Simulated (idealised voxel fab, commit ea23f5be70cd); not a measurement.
Name of the process module below: voxel wiring stack
Section cut is 235 nm wide and gridded with 5 nm square cells.
Heads up, the way a cross-section reads in here is a grid of square cells, handed over as bands from the top down, with every band being one or more rows of cells.
Read a band's entry like this: the first values are the height of its top and the height of its bottom in nm, and what follows is the sequence of materials from left to right, each with its width in nm. Note that "air" is empty space, and that a single material marked "full width" reaches across the band from edge to edge.
Below 0: as-received wafer, all one material; heights counted from there. Lowest band: no bottom, goes on down, written "0 -> down".
You'd read "30 to 40" like this: the band's top row of cells is as wide as the first number, its bottom row is as wide as the second, and going down, every row changes width by the same amount as the row before did.
Step marked "nothing changed"? Then no cell in the cross-section changed in it.
The entry "Closed void register" lists the empty spaces that cover at least 8 cells and have no open path to the top. Each is written as width x height at distance, where the distance is measured from the left edge and all three values are in nm.
It should be noted that, on the line of a given step, the content following the step's settings is a remark produced by the simulator itself with respect to that step.
You can add "overlay nm" to a step's line. For a step with a mask, it describes how far the mask lay to the right of its planned position, and a negative number describes a lay to the left.

**List of planned process steps**
1) RECEIVE,material Si
2) CONFORMAL_DEP,material SiO2,thk nm 15
3) DIRECTIONAL_DEP,material TiN,thk nm 5
4) DIRECTIONAL_DEP,material Ru,thk nm 25
5) MASKED_ETCH,tone cover,mask id METAL_1,width nm 20,pitch nm 45,etch materials Ru,depth nm 25,overlay nm 0
6) MASKED_ETCH,tone cover,mask id METAL_1,width nm 20,pitch nm 45,etch materials TiN,depth nm 5,overlay nm 0
7) FILL_DEP,material SiO2,thk nm 10
8) CMP,height nm 45
9) CONFORMAL_DEP,material SiCN,thk nm 5
10) DIRECTIONAL_DEP,material lowk,thk nm 10
11) DIRECTIONAL_DEP,material aC,thk nm 15
12) PATTERN,tone open,mask id PLUG_1,material resist,width nm 15,pitch nm 90,thk nm 35,overlay nm 0
13) DIRECTIONAL_ETCH,etch materials aC,depth nm 15
14) STRIP,etch materials resist
15) DIRECTIONAL_ETCH,etch materials lowk,depth nm 10
16) DIRECTIONAL_ETCH,etch materials SiCN,depth nm 5
17) STRIP,etch materials aC
18) CONFORMAL_DEP,material TiN,thk nm 5
19) FILL_DEP,material Cu,thk nm 10
20) CMP,height nm 60
21) DIRECTIONAL_DEP,material TiN,thk nm 5
22) DIRECTIONAL_DEP,material W,thk nm 15
23) MASKED_ETCH,tone cover,mask id METAL_2,width nm 20,pitch nm 45,etch materials W,depth nm 15,overlay nm 0
24) MASKED_ETCH,tone cover,mask id METAL_2,width nm 20,pitch nm 45,etch materials TiN,depth nm 5,overlay nm 0
25) CONFORMAL_DEP,material SiCN,thk nm 5
26) FILL_DEP,material lowk,thk nm 10
27) CMP,height nm 80
28) CONFORMAL_DEP,material SiN,thk nm 5

**Wafer, first of two, run as planned**

**This is the cross-section of the wafer as we received it, i.e. after step 1**
    0 -> down = Si full width
    Closed void register: none

**Sectional view: wafer, after step 2**
    15 -> 0 = SiO2 full width
    Under 0: no change, same as before.

**Sectional view: wafer, after step 3**
    20 -> 15 = TiN full width
    Under 15: no change, same as before.

**Sectional view: wafer, after step 4**
    45 -> 20 = Ru full width
    Under 20: no change, same as before.

**Sectional view: wafer, after step 5**
    45 -> 20 = 40 of air | 20 of Ru | 25 of air | 20 of Ru | 25 of air | 20 of Ru | 25 of air | 20 of Ru | 40 of air
    Under 20: no change, same as before.

**Sectional view: wafer, after step 6**
    45 -> 20 = 40 of air | 20 of Ru | 25 of air | 20 of Ru | 25 of air | 20 of Ru | 25 of air | 20 of Ru | 40 of air
    20 -> 15 = 40 of air | 20 of TiN | 25 of air | 20 of TiN | 25 of air | 20 of TiN | 25 of air | 20 of TiN | 40 of air
    Under 15: no change, same as before.

**Sectional view: wafer, after step 7**
    55 -> 45 = SiO2 full width
    45 -> 20 = 40 of SiO2 | 20 of Ru | 25 of SiO2 | 20 of Ru | 25 of SiO2 | 20 of Ru | 25 of SiO2 | 20 of Ru | 40 of SiO2
    20 -> 15 = 40 of SiO2 | 20 of TiN | 25 of SiO2 | 20 of TiN | 25 of SiO2 | 20 of TiN | 25 of SiO2 | 20 of TiN | 40 of SiO2
    Under 15: no change, same as before.

**Sectional view: wafer, after step 8**
    45 -> 20 = 40 of SiO2 | 20 of Ru | 25 of SiO2 | 20 of Ru | 25 of SiO2 | 20 of Ru | 25 of SiO2 | 20 of Ru | 40 of SiO2
    Under 20: no change, same as before.

**Sectional view: wafer, after step 9**
    50 -> 45 = SiCN full width
    Under 45: no change, same as before.

**Sectional view: wafer, after step 10**
    60 -> 50 = lowk full width
    Under 50: no change, same as before.

**Sectional view: wafer, after step 11**
    75 -> 60 = aC full width
    Under 60: no change, same as before.

**Sectional view: wafer, after step 12**
    110 -> 75 = 40 of resist | 15 of air | 75 of resist | 15 of air | 90 of resist
    Under 75: no change, same as before.

**Sectional view: wafer, after step 13**
    95 -> 75 = 40 of resist | 15 of air | 75 of resist | 15 of air | 90 of resist
    75 -> 60 = 40 of aC | 15 of air | 75 of aC | 15 of air | 90 of aC
    Under 60: no change, same as before.

**Sectional view: wafer, after step 14**
    75 -> 60 = 40 of aC | 15 of air | 75 of aC | 15 of air | 90 of aC
    Under 60: no change, same as before.

**Sectional view: wafer, after step 15**
    75 -> 60 = 40 of aC | 15 of air | 75 of aC | 15 of air | 90 of aC
    60 -> 50 = 40 of lowk | 15 of air | 75 of lowk | 15 of air | 90 of lowk
    Under 50: no change, same as before.

**Sectional view: wafer, after step 16**
    75 -> 60 = 40 of aC | 15 of air | 75 of aC | 15 of air | 90 of aC
    60 -> 50 = 40 of lowk | 15 of air | 75 of lowk | 15 of air | 90 of lowk
    50 -> 45 = 40 of SiCN | 15 of air | 75 of SiCN | 15 of air | 90 of SiCN
    Under 45: no change, same as before.

**Sectional view: wafer, after step 17**
    60 -> 50 = 40 of lowk | 15 of air | 75 of lowk | 15 of air | 90 of lowk
    Under 50: no change, same as before.

**Sectional view: wafer, after step 18**
    65 -> 60 = 45 of TiN | 5 of air | 85 of TiN | 5 of air | 95 of TiN
    60 -> 50 = 40 of lowk | 5 of TiN | 5 of air | 5 of TiN | 75 of lowk | 5 of TiN | 5 of air | 5 of TiN | 90 of lowk
    50 -> 45 = 40 of SiCN | 15 of TiN | 75 of SiCN | 15 of TiN | 90 of SiCN
    Under 45: no change, same as before.

**Sectional view: wafer, after step 19**
    75 -> 65 = Cu full width
    65 -> 60 = 45 of TiN | 5 of Cu | 85 of TiN | 5 of Cu | 95 of TiN
    60 -> 50 = 40 of lowk | 5 of TiN | 5 of Cu | 5 of TiN | 75 of lowk | 5 of TiN | 5 of Cu | 5 of TiN | 90 of lowk
    Under 50: no change, same as before.

**Sectional view: wafer, after step 20**
    60 -> 50 = 40 of lowk | 5 of TiN | 5 of Cu | 5 of TiN | 75 of lowk | 5 of TiN | 5 of Cu | 5 of TiN | 90 of lowk
    Under 50: no change, same as before.

**Sectional view: wafer, after step 21**
    65 -> 60 = TiN full width
    Under 60: no change, same as before.

**Sectional view: wafer, after step 22**
    80 -> 65 = W full width
    Under 65: no change, same as before.

**Sectional view: wafer, after step 23**
    80 -> 65 = 40 of air | 20 of W | 25 of air | 20 of W | 25 of air | 20 of W | 25 of air | 20 of W | 40 of air
    Under 65: no change, same as before.

**Sectional view: wafer, after step 24**
    80 -> 65 = 40 of air | 20 of W | 25 of air | 20 of W | 25 of air | 20 of W | 25 of air | 20 of W | 40 of air
    65 -> 60 = 40 of air | 20 of TiN | 25 of air | 20 of TiN | 25 of air | 20 of TiN | 25 of air | 20 of TiN | 40 of air
    Under 60: no change, same as before.

**Sectional view: wafer, after step 25**
    85 -> 80 = 35 of air | 30 of SiCN | 15 of air | 30 of SiCN | 15 of air | 30 of SiCN | 15 of air | 30 of SiCN | 35 of air
    80 -> 65 = 35 of air | 5 of SiCN | 20 of W | 5 of SiCN | 15 of air | 5 of SiCN | 20 of W | 5 of SiCN | 15 of air | 5 of SiCN | 20 of W | 5 of SiCN | 15 of air | 5 of SiCN | 20 of W | 5 of SiCN | 35 of air
    65 -> 60 = 40 of SiCN | 20 of TiN | 25 of SiCN | 20 of TiN | 25 of SiCN | 20 of TiN | 25 of SiCN | 20 of TiN | 40 of SiCN
    Under 60: no change, same as before.

**Sectional view: wafer, after step 26**
    95 -> 85 = lowk full width
    85 -> 80 = 35 of lowk | 30 of SiCN | 15 of lowk | 30 of SiCN | 15 of lowk | 30 of SiCN | 15 of lowk | 30 of SiCN | 35 of lowk
    80 -> 65 = 35 of lowk | 5 of SiCN | 20 of W | 5 of SiCN | 15 of lowk | 5 of SiCN | 20 of W | 5 of SiCN | 15 of lowk | 5 of SiCN | 20 of W | 5 of SiCN | 15 of lowk | 5 of SiCN | 20 of W | 5 of SiCN | 35 of lowk
    Under 65: no change, same as before.

**Sectional view: wafer, after step 27**
    80 -> 65 = 35 of lowk | 5 of SiCN | 20 of W | 5 of SiCN | 15 of lowk | 5 of SiCN | 20 of W | 5 of SiCN | 15 of lowk | 5 of SiCN | 20 of W | 5 of SiCN | 15 of lowk | 5 of SiCN | 20 of W | 5 of SiCN | 35 of lowk
    Under 65: no change, same as before.

**Sectional view: wafer, after step 28**
    85 -> 80 = SiN full width
    Under 80: no change, same as before.

**Wafer two of two - same starting point, same process plan, one mistake in execution; matches wafer one up to and including step 26**

Cross-section: second wafer, time at which step 27 was scheduled to end: nothing changed

**Cross-section: second wafer, time at which step 28 was scheduled to end**
    100 -> 95 = SiN full width
    Under 95: no change, same as before.
Processing error: the plan's step 27 went unexecuted, having been skipped
Wafer comparison, final, in cells, second relative to first, materials more or fewer: +24 SiCN; +117 lowk
